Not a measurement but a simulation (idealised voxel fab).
This section sets out a process module, namely voxel spacer lines.
Xsec cut, 175 nm wide, square cell size 5 nm.
Notation: cross-section as square-cell grid; stated in bands, top first, going down; one or more cell rows per band. First you get the band's top height and its bottom height, in nm, and then the materials it's made of, left to right, with each width in nm. If you see a single material with "all across", that one covers the band edge to edge. "air" is empty space. Measure heights from 0. That's the level where, below it, the as-received wafer is all one material. The lowest band is bottomless and extends downward; write it as in "0 and below". It should be noted that a width expressed as "30->40" varies in equal increments from row to row of cells within the band, taking the value of the first number at the top row and that of the second number at the bottom row. Step marked "nothing altered"? Then no cell in the cross-section changed in it. "Entrapped voids" means: voids of 8 cells or more that are shut off from the top with no open way through. Written width x height at distance, distance from the left edge, in nm. Past the settings on a step's line: simulator remark, on that step. The optional step-line setting "overlay nm" applies to steps with a mask and quantifies how far to the right of its planned location the mask lay, a negative value indicating leftward placement.
So here's the lineup of process steps we planned
step 1: RECEIVE with material Si
step 2: CONFORMAL_DEP with material Al2O3, thk nm 5
step 3: DIRECTIONAL_DEP with material TiN, thk nm 20
step 4: DIRECTIONAL_DEP with material aC, thk nm 30
step 5: PATTERN with tone cover, mask id MANDREL, material resist, width nm 20, pitch nm 60, thk nm 40, overlay nm 0
step 6: DIRECTIONAL_ETCH with etch materials aC, depth nm 30
step 7: STRIP with etch materials resist
step 8: CONFORMAL_DEP with material SiO2, thk nm 10
step 9: DIRECTIONAL_ETCH with etch materials SiO2, depth nm 10
step 10: STRIP with etch materials aC
step 11: DIRECTIONAL_ETCH with etch materials TiN, depth nm 20
step 12: STRIP with etch materials SiO2
Shown in cross-section is the wafer as received, that is, as it stands after step 1
0 and below  Si all across
Entrapped voids: none
The module was run from the start shown above using the plan shown above, but one mistake was made doing it; the resulting wafer cross-section is below
45 down to 25  air (5) / TiN (10) / air (20) / TiN (10) / air (20) / TiN (10) / air (20) / TiN (10) / air (20) / TiN (10) / air (20) / TiN (10) / air (10)
25 down to 5  TiN all across
5 down to 0  Al2O3 all across
0 and below  Si all across
Entrapped voids: none
What was done differently from what was planned? step 3, plan: ran twice
